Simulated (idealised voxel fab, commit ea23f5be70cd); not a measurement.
process module | voxel self aligned vias
cross-section cut | 190 nm wide | cells 5 nm
A cross-section is a grid of square cells, given in bands from the top down. A band is one or more rows of cells.
Each band's line starts with the height of the band's top and of its bottom, in nm. Then come its materials from left to right, each with its width in nm. One material with "throughout" fills the band from edge to edge. "air" is empty space.
Height 0 is the level under which the wafer as received is all one material. The lowest band goes on downwards, as in "0 down".
A width such as "30 to 40" changes by the same amount from each row of cells to the next, from the band's top row to its bottom row.
"no change" after a step means that no cell of the cross-section changed.
closed voids: empty space of 8 cells or more with no open way to the top, each as width x height at its distance from the left edge, in nm
after a step's settings: what the simulator itself notes on the step
overlay nm, on a step with a mask: how far to the right of its planned place the mask lay; to the left if negative
plan
1 op RECEIVE | material Si
2 op CONFORMAL_DEP | material SiO2 | thk nm 10
3 op CONFORMAL_DEP | material SiCN | thk nm 5
4 op DIRECTIONAL_DEP | material SiO2 | thk nm 25
5 op PATTERN | tone open | mask id LINES | material resist | width nm 30 | pitch nm 80 | thk nm 20 | overlay nm 0
6 op DIRECTIONAL_ETCH | etch materials SiO2 | depth nm 25
7 op STRIP | etch materials resist
8 op CONFORMAL_DEP | material TiN | thk nm 5
9 op FILL_DEP | material Ru | thk nm 10
10 op CMP | height nm 40
11 op SELECTIVE_ETCH | etch materials W Ru TiN | depth nm 10
12 op FILL_DEP | material SiN | thk nm 10
13 op CMP | height nm 40
14 op DIRECTIONAL_DEP | material SiO2 | thk nm 15
15 op MASKED_ETCH | tone open | mask id VIAS | width nm 50 | pitch nm 80 | etch materials SiO2 | depth nm 15 | overlay nm 0
16 op MASKED_ETCH | tone open | mask id VIAS | width nm 50 | pitch nm 80 | etch materials SiN | depth nm 10 | overlay nm 0
17 op CONFORMAL_DEP | material TiN | thk nm 5
18 op FILL_DEP | material Cu | thk nm 10
19 op CMP | height nm 55
20 op CONFORMAL_DEP | material SiCN | thk nm 5
first wafer, as planned
as received, after step 1
  0 down: Si throughout
  closed voids: none
after step 2
  10 to 0: SiO2 throughout
  below 0: unchanged
after step 3
  15 to 10: SiCN throughout
  below 10: unchanged
after step 4
  40 to 15: SiO2 throughout
  below 15: unchanged
after step 5
  60 to 40: resist 40 | air 30 | resist 50 | air 30 | resist 40
  below 40: unchanged
after step 6
  60 to 40: resist 40 | air 30 | resist 50 | air 30 | resist 40
  40 to 15: SiO2 40 | air 30 | SiO2 50 | air 30 | SiO2 40
  below 15: unchanged
after step 7
  40 to 15: SiO2 40 | air 30 | SiO2 50 | air 30 | SiO2 40
  below 15: unchanged
after step 8
  45 to 40: TiN 45 | air 20 | TiN 60 | air 20 | TiN 45
  40 to 20: SiO2 40 | TiN 5 | air 20 | TiN 5 | SiO2 50 | TiN 5 | air 20 | TiN 5 | SiO2 40
  20 to 15: SiO2 40 | TiN 30 | SiO2 50 | TiN 30 | SiO2 40
  below 15: unchanged
after step 9
  55 to 45: Ru throughout
  45 to 40: TiN 45 | Ru 20 | TiN 60 | Ru 20 | TiN 45
  40 to 20: SiO2 40 | TiN 5 | Ru 20 | TiN 5 | SiO2 50 | TiN 5 | Ru 20 | TiN 5 | SiO2 40
  below 20: unchanged
after step 10
  40 to 20: SiO2 40 | TiN 5 | Ru 20 | TiN 5 | SiO2 50 | TiN 5 | Ru 20 | TiN 5 | SiO2 40
  below 20: unchanged
after step 11
  40 to 30: SiO2 40 | air 30 | SiO2 50 | air 30 | SiO2 40
  below 30: unchanged
after step 12
  50 to 40: SiN throughout
  40 to 30: SiO2 40 | SiN 30 | SiO2 50 | SiN 30 | SiO2 40
  below 30: unchanged
after step 13
  40 to 30: SiO2 40 | SiN 30 | SiO2 50 | SiN 30 | SiO2 40
  below 30: unchanged
after step 14
  55 to 40: SiO2 throughout
  below 40: unchanged
after step 15
  55 to 40: SiO2 30 | air 50 | SiO2 30 | air 50 | SiO2 30
  below 40: unchanged
after step 16
  55 to 40: SiO2 30 | air 50 | SiO2 30 | air 50 | SiO2 30
  40 to 30: SiO2 40 | air 30 | SiO2 50 | air 30 | SiO2 40
  below 30: unchanged
after step 17
  60 to 55: TiN 35 | air 40 | TiN 40 | air 40 | TiN 35
  55 to 45: SiO2 30 | TiN 5 | air 40 | TiN 5 | SiO2 30 | TiN 5 | air 40 | TiN 5 | SiO2 30
  45 to 35: SiO2 30 to 40 | TiN 15 to 5 | air 20 | TiN 15 to 5 | SiO2 30 to 50 | TiN 15 to 5 | air 20 | TiN 15 to 5 | SiO2 30 to 40
  35 to 30: SiO2 40 | TiN 30 | SiO2 50 | TiN 30 | SiO2 40
  below 30: unchanged
after step 18
  70 to 60: Cu throughout
  60 to 55: TiN 35 | Cu 40 | TiN 40 | Cu 40 | TiN 35
  55 to 45: SiO2 30 | TiN 5 | Cu 40 | TiN 5 | SiO2 30 | TiN 5 | Cu 40 | TiN 5 | SiO2 30
  45 to 35: SiO2 30 to 40 | TiN 15 to 5 | Cu 20 | TiN 15 to 5 | SiO2 30 to 50 | TiN 15 to 5 | Cu 20 | TiN 15 to 5 | SiO2 30 to 40
  below 35: unchanged
after step 19
  55 to 45: SiO2 30 | TiN 5 | Cu 40 | TiN 5 | SiO2 30 | TiN 5 | Cu 40 | TiN 5 | SiO2 30
  below 45: unchanged
after step 20
  60 to 55: SiCN throughout
  below 55: unchanged
second wafer: like start, like plan, one mistake. Through step 14 it matches the first wafer
when step 15 should have ended
  55 to 40: air 30 | SiO2 50 | air 30 | SiO2 50 | air 30
  below 40: unchanged
when step 16 should have ended: no change
when step 17 should have ended
  60 to 55: air 25 | TiN 60 | air 20 | TiN 60 | air 25
  55 to 45: air 25 | TiN 5 | SiO2 50 | TiN 5 | air 20 | TiN 5 | SiO2 50 | TiN 5 | air 25
  45 to 40: TiN 30 | SiO2 50 | TiN 30 | SiO2 50 | TiN 30
  below 40: unchanged
when step 18 should have ended
  70 to 60: Cu throughout
  60 to 55: Cu 25 | TiN 60 | Cu 20 | TiN 60 | Cu 25
  55 to 45: Cu 25 | TiN 5 | SiO2 50 | TiN 5 | Cu 20 | TiN 5 | SiO2 50 | TiN 5 | Cu 25
  below 45: unchanged
when step 19 should have ended
  55 to 45: Cu 25 | TiN 5 | SiO2 50 | TiN 5 | Cu 20 | TiN 5 | SiO2 50 | TiN 5 | Cu 25
  below 45: unchanged
when step 20 should have ended
  60 to 55: SiCN throughout
  below 55: unchanged
what went wrong: step 15 ran as: op MASKED_ETCH | tone cover | mask id VIAS | width nm 50 | pitch nm 80 | etch materials SiO2 | depth nm 15 | overlay nm 0
at the end the second wafer has, in cells: 20 fewer of Cu | 24 more of SiN | 6 more of SiO2 | 10 fewer of TiN
